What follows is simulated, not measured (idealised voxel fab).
process module | voxel self aligned vias
cross-section cut | 215 nm wide | cells 5 nm
A cross-section is a grid of square cells, given in bands from the top down. A band is one or more rows of cells.
Each band's line starts with the height of the band's top and of its bottom, in nm. Then come its materials from left to right, each with its width in nm. One material with "throughout" fills the band from edge to edge. "air" is empty space.
Height 0 is the level under which the wafer as received is all one material. The lowest band goes on downwards, as in "0 down".
A width such as "30 to 40" changes by the same amount from each row of cells to the next, from the band's top row to its bottom row.
"no change" after a step means that no cell of the cross-section changed.
closed voids: empty space of 8 cells or more with no open way to the top, each as width x height at its distance from the left edge, in nm
after a step's settings: what the simulator itself notes on the step
overlay nm, on a step with a mask: how far to the right of its planned place the mask lay; to the left if negative
plan
1 op RECEIVE | material Si
2 op CONFORMAL_DEP | material SiO2 | thk nm 10
3 op CONFORMAL_DEP | material SiCN | thk nm 5
4 op DIRECTIONAL_DEP | material lowk | thk nm 30
5 op MASKED_ETCH | tone open | mask id LINES | width nm 25 | pitch nm 50 | etch materials lowk | depth nm 30 | overlay nm 0
6 op CONFORMAL_DEP | material TiN | thk nm 5
7 op FILL_DEP | material Ru | thk nm 5
8 op CMP | height nm 45
9 op SELECTIVE_ETCH | etch materials W Ru TiN | depth nm 5
10 op FILL_DEP | material SiN | thk nm 10
11 op CMP | height nm 45
12 op DIRECTIONAL_DEP | material lowk | thk nm 15
13 op PATTERN | tone open | mask id VIAS | material resist | width nm 35 | thk nm 15 | overlay nm 0
14 op DIRECTIONAL_ETCH | etch materials lowk | depth nm 15
15 op DIRECTIONAL_ETCH | etch materials SiN | depth nm 5
16 op STRIP | etch materials resist
17 op CONFORMAL_DEP | material TiN | thk nm 5
18 op FILL_DEP | material Cu | thk nm 10
19 op CMP | height nm 60
20 op CONFORMAL_DEP | material SiCN | thk nm 5
first wafer, as planned
as received, after step 1
  0 down: Si throughout
  closed voids: none
after step 2
  10 to 0: SiO2 throughout
  below 0: unchanged
after step 3
  15 to 10: SiCN throughout
  below 10: unchanged
after step 4
  45 to 15: lowk throughout
  below 15: unchanged
after step 5
  45 to 15: lowk 70 | air 25 | lowk 25 | air 25 | lowk 70
  below 15: unchanged
after step 6
  50 to 45: TiN 75 | air 15 | TiN 35 | air 15 | TiN 75
  45 to 20: lowk 70 | TiN 5 | air 15 | TiN 5 | lowk 25 | TiN 5 | air 15 | TiN 5 | lowk 70
  20 to 15: lowk 70 | TiN 25 | lowk 25 | TiN 25 | lowk 70
  below 15: unchanged
after step 7
  55 to 50: Ru throughout
  50 to 45: TiN 75 | Ru 15 | TiN 35 | Ru 15 | TiN 75
  45 to 20: lowk 70 | TiN 5 | Ru 15 | TiN 5 | lowk 25 | TiN 5 | Ru 15 | TiN 5 | lowk 70
  below 20: unchanged
after step 8
  45 to 20: lowk 70 | TiN 5 | Ru 15 | TiN 5 | lowk 25 | TiN 5 | Ru 15 | TiN 5 | lowk 70
  below 20: unchanged
after step 9
  45 to 40: lowk 70 | air 25 | lowk 25 | air 25 | lowk 70
  below 40: unchanged
after step 10
  55 to 45: SiN throughout
  45 to 40: lowk 70 | SiN 25 | lowk 25 | SiN 25 | lowk 70
  below 40: unchanged
after step 11
  45 to 40: lowk 70 | SiN 25 | lowk 25 | SiN 25 | lowk 70
  below 40: unchanged
after step 12
  60 to 45: lowk throughout
  below 45: unchanged
after step 13
  75 to 60: resist 65 | air 35 | resist 115
  below 60: unchanged
after step 14
  75 to 60: resist 65 | air 35 | resist 115
  60 to 45: lowk 65 | air 35 | lowk 115
  below 45: unchanged
after step 15
  75 to 60: resist 65 | air 35 | resist 115
  60 to 45: lowk 65 | air 35 | lowk 115
  45 to 40: lowk 70 | air 25 | lowk 25 | SiN 25 | lowk 70
  below 40: unchanged
after step 16
  60 to 45: lowk 65 | air 35 | lowk 115
  below 45: unchanged
after step 17
  65 to 60: TiN 70 | air 25 | TiN 120
  60 to 50: lowk 65 | TiN 5 | air 25 | TiN 5 | lowk 115
  50 to 45: lowk 65 | TiN 10 | air 15 | TiN 10 | lowk 115
  45 to 40: lowk 70 | TiN 25 | lowk 25 | SiN 25 | lowk 70
  below 40: unchanged
after step 18
  75 to 65: Cu throughout
  65 to 60: TiN 70 | Cu 25 | TiN 120
  60 to 50: lowk 65 | TiN 5 | Cu 25 | TiN 5 | lowk 115
  50 to 45: lowk 65 | TiN 10 | Cu 15 | TiN 10 | lowk 115
  below 45: unchanged
after step 19
  60 to 50: lowk 65 | TiN 5 | Cu 25 | TiN 5 | lowk 115
  below 50: unchanged
after step 20
  65 to 60: SiCN throughout
  below 60: unchanged
second wafer: like start, like plan, one mistake. Through step 1 it matches the first wafer
when step 2 should have ended
  5 to 0: SiCN throughout
  below 0: unchanged
when step 3 should have ended
  15 to 5: SiO2 throughout
  below 5: unchanged
when step 4 should have ended
  45 to 15: lowk throughout
  below 15: unchanged
when step 5 should have ended
  45 to 15: lowk 70 | air 25 | lowk 25 | air 25 | lowk 70
  below 15: unchanged
when step 6 should have ended
  50 to 45: TiN 75 | air 15 | TiN 35 | air 15 | TiN 75
  45 to 20: lowk 70 | TiN 5 | air 15 | TiN 5 | lowk 25 | TiN 5 | air 15 | TiN 5 | lowk 70
  20 to 15: lowk 70 | TiN 25 | lowk 25 | TiN 25 | lowk 70
  below 15: unchanged
when step 7 should have ended
  55 to 50: Ru throughout
  50 to 45: TiN 75 | Ru 15 | TiN 35 | Ru 15 | TiN 75
  45 to 20: lowk 70 | TiN 5 | Ru 15 | TiN 5 | lowk 25 | TiN 5 | Ru 15 | TiN 5 | lowk 70
  below 20: unchanged
when step 8 should have ended
  45 to 20: lowk 70 | TiN 5 | Ru 15 | TiN 5 | lowk 25 | TiN 5 | Ru 15 | TiN 5 | lowk 70
  below 20: unchanged
when step 9 should have ended
  45 to 40: lowk 70 | air 25 | lowk 25 | air 25 | lowk 70
  below 40: unchanged
when step 10 should have ended
  55 to 45: SiN throughout
  45 to 40: lowk 70 | SiN 25 | lowk 25 | SiN 25 | lowk 70
  below 40: unchanged
when step 11 should have ended
  45 to 40: lowk 70 | SiN 25 | lowk 25 | SiN 25 | lowk 70
  below 40: unchanged
when step 12 should have ended
  60 to 45: lowk throughout
  below 45: unchanged
when step 13 should have ended
  75 to 60: resist 65 | air 35 | resist 115
  below 60: unchanged
when step 14 should have ended
  75 to 60: resist 65 | air 35 | resist 115
  60 to 45: lowk 65 | air 35 | lowk 115
  below 45: unchanged
when step 15 should have ended
  75 to 60: resist 65 | air 35 | resist 115
  60 to 45: lowk 65 | air 35 | lowk 115
  45 to 40: lowk 70 | air 25 | lowk 25 | SiN 25 | lowk 70
  below 40: unchanged
when step 16 should have ended
  60 to 45: lowk 65 | air 35 | lowk 115
  below 45: unchanged
when step 17 should have ended
  65 to 60: TiN 70 | air 25 | TiN 120
  60 to 50: lowk 65 | TiN 5 | air 25 | TiN 5 | lowk 115
  50 to 45: lowk 65 | TiN 10 | air 15 | TiN 10 | lowk 115
  45 to 40: lowk 70 | TiN 25 | lowk 25 | SiN 25 | lowk 70
  below 40: unchanged
when step 18 should have ended
  75 to 65: Cu throughout
  65 to 60: TiN 70 | Cu 25 | TiN 120
  60 to 50: lowk 65 | TiN 5 | Cu 25 | TiN 5 | lowk 115
  50 to 45: lowk 65 | TiN 10 | Cu 15 | TiN 10 | lowk 115
  below 45: unchanged
when step 19 should have ended
  60 to 50: lowk 65 | TiN 5 | Cu 25 | TiN 5 | lowk 115
  below 50: unchanged
when step 20 should have ended
  65 to 60: SiCN throughout
  below 60: unchanged
what went wrong: steps 2 and 3 were swapped
at the end the second wafer has, in cells: as many of each material as the first, in other places
